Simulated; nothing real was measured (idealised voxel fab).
The document below concerns the process module designated voxel trench capacitor.
Section cut is 285 nm wide and gridded with 5 nm square cells.
A cross-section is a grid of square cells, given in bands from the top down. A band is one or more rows of cells.
Band entry format. Leading values: height of top, height of bottom, nm. Remainder: materials in left-to-right order, each with its width in nm. Special words: "edge to edge" on a single material, which then fills the band edge to edge; "empty", empty space.
The level at which height equals 0 is the one under which the wafer, as it arrives, is entirely one material. No lower edge exists for the bottom band, which continues downward and is notated as in "0 nm and below".
Width spec "30->40" -> top row of cells at first value, bottom row at second value, equal per-row change in between.
When a step is marked "no modification", none of the cells in the cross-section changed during that step.
Heads up: "Voids, enclosed" only lists the empty pockets with no open path to the top that are 8 cells or more, and it writes them as width x height at distance, distance from the left edge, in nm.
If you see something after the settings on a step's line, that's the simulator's own remark about that step.
When a step includes a mask, the "overlay nm" setting on its line states how far to the right of its planned place that mask lay, and negative values state how far to the left.

PROCESS STEPS FORESEEN IN THE PLAN
| 1 | RECEIVE [material Si] |
| 2 | CONFORMAL_DEP [material SiN] [thk nm 5] |
| 3 | MASKED_ETCH [tone open] [mask id TRENCH] [width nm 25] [pitch nm 40] [etch materials SiN] [depth nm 5] [overlay nm 0] |
| 4 | MASKED_ETCH [tone open] [mask id TRENCH] [width nm 25] [pitch nm 40] [etch materials Si] [depth nm 35] [overlay nm 0] |
| 5 | CONFORMAL_DEP [material Al2O3] [thk nm 5] |
| 6 | CONFORMAL_DEP [material TiN] [thk nm 5] |
| 7 | FILL_DEP [material W] [thk nm 10] |
| 8 | CMP [height nm 5] |

FIRST WAFER, TWO IN TOTAL, RUN AS PLANNED

SO THIS IS THE INCOMING WAFER IN CROSS-SECTION - IT'S ALREADY BEEN THROUGH STEP 1
    0 nm and below  Si edge to edge
    Voids, enclosed: none

AFTER STEP 2
    5 nm to 0 nm  SiN edge to edge
    Below a height of 0, the structure has not been altered.

AFTER STEP 3
    5 nm to 0 nm  SiN=70, then empty=25, then SiN=15, then empty=25, then SiN=15, then empty=25, then SiN=15, then empty=25, then SiN=70
    Below a height of 0, the structure has not been altered.

AFTER STEP 4
    5 nm to 0 nm  SiN=70, then empty=25, then SiN=15, then empty=25, then SiN=15, then empty=25, then SiN=15, then empty=25, then SiN=70
    0 nm to -35 nm  Si=70, then empty=25, then Si=15, then empty=25, then Si=15, then empty=25, then Si=15, then empty=25, then Si=70
    Below a height of -35, the structure has not been altered.

AFTER STEP 5
    10 nm to 5 nm  Al2O3=75, then empty=15, then Al2O3=25, then empty=15, then Al2O3=25, then empty=15, then Al2O3=25, then empty=15, then Al2O3=75
    5 nm to 0 nm  SiN=70, then Al2O3=5, then empty=15, then Al2O3=5, then SiN=15, then Al2O3=5, then empty=15, then Al2O3=5, then SiN=15, then Al2O3=5, then empty=15, then Al2O3=5, then SiN=15, then Al2O3=5, then empty=15, then Al2O3=5, then SiN=70
    0 nm to -30 nm  Si=70, then Al2O3=5, then empty=15, then Al2O3=5, then Si=15, then Al2O3=5, then empty=15, then Al2O3=5, then Si=15, then Al2O3=5, then empty=15, then Al2O3=5, then Si=15, then Al2O3=5, then empty=15, then Al2O3=5, then Si=70
    -30 nm to -35 nm  Si=70, then Al2O3=25, then Si=15, then Al2O3=25, then Si=15, then Al2O3=25, then Si=15, then Al2O3=25, then Si=70
    Below a height of -35, the structure has not been altered.

AFTER STEP 6
    15 nm to 10 nm  TiN=80, then empty=5, then TiN=35, then empty=5, then TiN=35, then empty=5, then TiN=35, then empty=5, then TiN=80
    10 nm to 5 nm  Al2O3=75, then TiN=5, then empty=5, then TiN=5, then Al2O3=25, then TiN=5, then empty=5, then TiN=5, then Al2O3=25, then TiN=5, then empty=5, then TiN=5, then Al2O3=25, then TiN=5, then empty=5, then TiN=5, then Al2O3=75
    5 nm to 0 nm  SiN=70, then Al2O3=5, then TiN=5, then empty=5, then TiN=5, then Al2O3=5, then SiN=15, then Al2O3=5, then TiN=5, then empty=5, then TiN=5, then Al2O3=5, then SiN=15, then Al2O3=5, then TiN=5, then empty=5, then TiN=5, then Al2O3=5, then SiN=15, then Al2O3=5, then TiN=5, then empty=5, then TiN=5, then Al2O3=5, then SiN=70
    0 nm to -25 nm  Si=70, then Al2O3=5, then TiN=5, then empty=5, then TiN=5, then Al2O3=5, then Si=15, then Al2O3=5, then TiN=5, then empty=5, then TiN=5, then Al2O3=5, then Si=15, then Al2O3=5, then TiN=5, then empty=5, then TiN=5, then Al2O3=5, then Si=15, then Al2O3=5, then TiN=5, then empty=5, then TiN=5, then Al2O3=5, then Si=70
    -25 nm to -30 nm  Si=70, then Al2O3=5, then TiN=15, then Al2O3=5, then Si=15, then Al2O3=5, then TiN=15, then Al2O3=5, then Si=15, then Al2O3=5, then TiN=15, then Al2O3=5, then Si=15, then Al2O3=5, then TiN=15, then Al2O3=5, then Si=70
    Below a height of -30, the structure has not been altered.

AFTER STEP 7
    25 nm to 15 nm  W edge to edge
    15 nm to 10 nm  TiN=80, then W=5, then TiN=35, then W=5, then TiN=35, then W=5, then TiN=35, then W=5, then TiN=80
    10 nm to 5 nm  Al2O3=75, then TiN=5, then W=5, then TiN=5, then Al2O3=25, then TiN=5, then W=5, then TiN=5, then Al2O3=25, then TiN=5, then W=5, then TiN=5, then Al2O3=25, then TiN=5, then W=5, then TiN=5, then Al2O3=75
    5 nm to 0 nm  SiN=70, then Al2O3=5, then TiN=5, then W=5, then TiN=5, then Al2O3=5, then SiN=15, then Al2O3=5, then TiN=5, then W=5, then TiN=5, then Al2O3=5, then SiN=15, then Al2O3=5, then TiN=5, then W=5, then TiN=5, then Al2O3=5, then SiN=15, then Al2O3=5, then TiN=5, then W=5, then TiN=5, then Al2O3=5, then SiN=70
    0 nm to -25 nm  Si=70, then Al2O3=5, then TiN=5, then W=5, then TiN=5, then Al2O3=5, then Si=15, then Al2O3=5, then TiN=5, then W=5, then TiN=5, then Al2O3=5, then Si=15, then Al2O3=5, then TiN=5, then W=5, then TiN=5, then Al2O3=5, then Si=15, then Al2O3=5, then TiN=5, then W=5, then TiN=5, then Al2O3=5, then Si=70
    Below a height of -25, the structure has not been altered.

AFTER STEP 8
    5 nm to 0 nm  SiN=70, then Al2O3=5, then TiN=5, then W=5, then TiN=5, then Al2O3=5, then SiN=15, then Al2O3=5, then TiN=5, then W=5, then TiN=5, then Al2O3=5, then SiN=15, then Al2O3=5, then TiN=5, then W=5, then TiN=5, then Al2O3=5, then SiN=15, then Al2O3=5, then TiN=5, then W=5, then TiN=5, then Al2O3=5, then SiN=70
    Below a height of 0, the structure has not been altered.

THE SECOND WAFER BEGAN EXACTLY AS THE FIRST DID AND FOLLOWED THE SAME PLAN, BUT ONE MISTAKE WAS MADE WHILE RUNNING IT; THROUGH STEP 3 INCLUSIVE, THE TWO WAFERS ARE IDENTICAL

CROSS-SECTION: SECOND WAFER, TIME AT WHICH STEP 4 WAS SCHEDULED TO END
    5 nm to 0 nm  SiN=70, then empty=25, then SiN=15, then empty=25, then SiN=15, then empty=25, then SiN=15, then empty=25, then SiN=70
    0 nm to -35 nm  Si=75, then empty=15, then Si=25, then empty=15, then Si=25, then empty=15, then Si=25, then empty=15, then Si=75
    Below a height of -35, the structure has not been altered.

CROSS-SECTION: SECOND WAFER, TIME AT WHICH STEP 5 WAS SCHEDULED TO END
    10 nm to 5 nm  Al2O3=75, then empty=15, then Al2O3=25, then empty=15, then Al2O3=25, then empty=15, then Al2O3=25, then empty=15, then Al2O3=75
    5 nm to 0 nm  SiN=70, then Al2O3=10, then empty=5, then Al2O3=10, then SiN=15, then Al2O3=10, then empty=5, then Al2O3=10, then SiN=15, then Al2O3=10, then empty=5, then Al2O3=10, then SiN=15, then Al2O3=10, then empty=5, then Al2O3=10, then SiN=70
    0 nm to -30 nm  Si=75, then Al2O3=5, then empty=5, then Al2O3=5, then Si=25, then Al2O3=5, then empty=5, then Al2O3=5, then Si=25, then Al2O3=5, then empty=5, then Al2O3=5, then Si=25, then Al2O3=5, then empty=5, then Al2O3=5, then Si=75
    -30 nm to -35 nm  Si=75, then Al2O3=15, then Si=25, then Al2O3=15, then Si=25, then Al2O3=15, then Si=25, then Al2O3=15, then Si=75
    Below a height of -35, the structure has not been altered.

CROSS-SECTION: SECOND WAFER, TIME AT WHICH STEP 6 WAS SCHEDULED TO END
    15 nm to 10 nm  TiN=80, then empty=5, then TiN=35, then empty=5, then TiN=35, then empty=5, then TiN=35, then empty=5, then TiN=80
    10 nm to 5 nm  Al2O3=75, then TiN=15, then Al2O3=25, then TiN=15, then Al2O3=25, then TiN=15, then Al2O3=25, then TiN=15, then Al2O3=75
    5 nm to 0 nm  SiN=70, then Al2O3=10, then TiN=5, then Al2O3=10, then SiN=15, then Al2O3=10, then TiN=5, then Al2O3=10, then SiN=15, then Al2O3=10, then TiN=5, then Al2O3=10, then SiN=15, then Al2O3=10, then TiN=5, then Al2O3=10, then SiN=70
    0 nm to -30 nm  Si=75, then Al2O3=5, then TiN=5, then Al2O3=5, then Si=25, then Al2O3=5, then TiN=5, then Al2O3=5, then Si=25, then Al2O3=5, then TiN=5, then Al2O3=5, then Si=25, then Al2O3=5, then TiN=5, then Al2O3=5, then Si=75
    Below a height of -30, the structure has not been altered.

CROSS-SECTION: SECOND WAFER, TIME AT WHICH STEP 7 WAS SCHEDULED TO END
    25 nm to 15 nm  W edge to edge
    15 nm to 10 nm  TiN=80, then W=5, then TiN=35, then W=5, then TiN=35, then W=5, then TiN=35, then W=5, then TiN=80
    Below a height of 10, the structure has not been altered.

CROSS-SECTION: SECOND WAFER, TIME AT WHICH STEP 8 WAS SCHEDULED TO END
    5 nm to 0 nm  SiN=70, then Al2O3=10, then TiN=5, then Al2O3=10, then SiN=15, then Al2O3=10, then TiN=5, then Al2O3=10, then SiN=15, then Al2O3=10, then TiN=5, then Al2O3=10, then SiN=15, then Al2O3=10, then TiN=5, then Al2O3=10, then SiN=70
    Below a height of 0, the structure has not been altered.
Plan not followed: the process deviated at step 4: the operation and settings actually run there were MASKED_ETCH [tone open] [mask id TRENCH] [width nm 15] [pitch nm 40] [etch materials Si] [depth nm 35] [overlay nm 0]
At the finish, the second wafer shows more or fewer cells for some materials than the first does: Si +56, TiN -32, W -24
